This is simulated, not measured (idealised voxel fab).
Documented hereafter: the process module known as voxel self aligned contacts.
Section shown: cut. Width: 175 nm. Cell size: 5 nm, square.
This document writes a cross-section as a grid whose cells are square, and gives it as bands, listed from the top down; one or more rows of cells form a band.
A band entry consists of two parts. The first gives the height of the band's top and the height of its bottom, in nm. The rest lists the band's materials from left to right, each with its width in nm. A single material labelled with the word "edge to edge" fills the band from edge to edge, and the word "empty" marks empty space.
Heights are reckoned from 0. Under this level, the received wafer is all of one material. The bottommost band is open-ended downward, for example "0 nm and below".
The width entry "30 to 40" should be interpreted row by row: the top row of cells in the band takes the first number, the bottom row takes the second number, and the change between adjacent rows is uniform throughout.
Any step labelled "same as before" changed none of the cells in the cross-section.
Look at "Encapsulated voids" for the closed voids: empty spaces with no open path to the top, sized 8 cells or up. Each is width x height at distance, distance from the left edge, all nm.
On a step's line, text after the settings is the simulator commenting on that step.
Regarding "overlay nm": on a step with a mask, it is the distance the mask lay to the right of its planned place; a negative value places it to the left.

Intended process steps:
step 1: RECEIVE [material Si]
step 2: CONFORMAL_DEP [material SiO2] [thk nm 5]
step 3: DIRECTIONAL_DEP [material polySi] [thk nm 25]
step 4: DIRECTIONAL_DEP [material SiN] [thk nm 15]
step 5: DIRECTIONAL_DEP [material aC] [thk nm 10]
step 6: PATTERN [tone cover] [mask id GATE] [material resist] [width nm 30] [pitch nm 60] [thk nm 30] [overlay nm 0]
step 7: DIRECTIONAL_ETCH [etch materials aC] [depth nm 10]
step 8: STRIP [etch materials resist]
step 9: DIRECTIONAL_ETCH [etch materials SiN] [depth nm 15]
step 10: DIRECTIONAL_ETCH [etch materials polySi] [depth nm 25]
step 11: STRIP [etch materials aC]
step 12: CONFORMAL_DEP [material SiN] [thk nm 5]
step 13: DIRECTIONAL_ETCH [etch materials SiN] [depth nm 5]
step 14: FILL_DEP [material SiO2] [thk nm 15]
step 15: CMP [height nm 55]
step 16: DIRECTIONAL_DEP [material aC] [thk nm 10]
step 17: PATTERN [tone open] [mask id CONTACT] [material resist] [width nm 40] [thk nm 30] [overlay nm 0]
step 18: DIRECTIONAL_ETCH [etch materials aC] [depth nm 10]
step 19: STRIP [etch materials resist]
step 20: DIRECTIONAL_ETCH [etch materials SiO2] [depth nm 55]
step 21: STRIP [etch materials aC]
step 22: CONFORMAL_DEP [material TiN] [thk nm 5]
step 23: FILL_DEP [material Ru] [thk nm 5]
step 24: CMP [height nm 55]
step 25: CONFORMAL_DEP [material SiCN] [thk nm 5]

As-received wafer cross-section (after step 1):
	0 nm and below = Si edge to edge
	Encapsulated voids: none

Starting structure and process plan are as shown above, but one mistake was made in running the module; the wafer cross-section at the end of the module follows:
	60 nm to 55 nm = SiCN edge to edge
	55 nm to 45 nm = 65 of SiO2, 5 of TiN, 30 of Ru, 5 of TiN, 70 of SiO2
	45 nm to 40 nm = 65 of SiO2, 15 of TiN, 10 of Ru, 15 of TiN, 70 of SiO2
	40 nm to 25 nm = 35 of SiO2, 40 of SiN, 5 of TiN, 10 of Ru, 5 of TiN, 40 of SiN, 40 of SiO2
	25 nm to 5 nm = 35 of SiO2, 5 of SiN, 30 of polySi, 5 of SiN, 5 of TiN, 10 of Ru, 5 of TiN, 5 of SiN, 30 of polySi, 5 of SiN, 40 of SiO2
	5 nm to 0 nm = 75 of SiO2, 20 of TiN, 80 of SiO2
	0 nm and below = Si edge to edge
	Encapsulated voids: none
The plan and the run diverged here: rather than as planned, step 3 actually ran as DIRECTIONAL_DEP [material polySi] [thk nm 20]
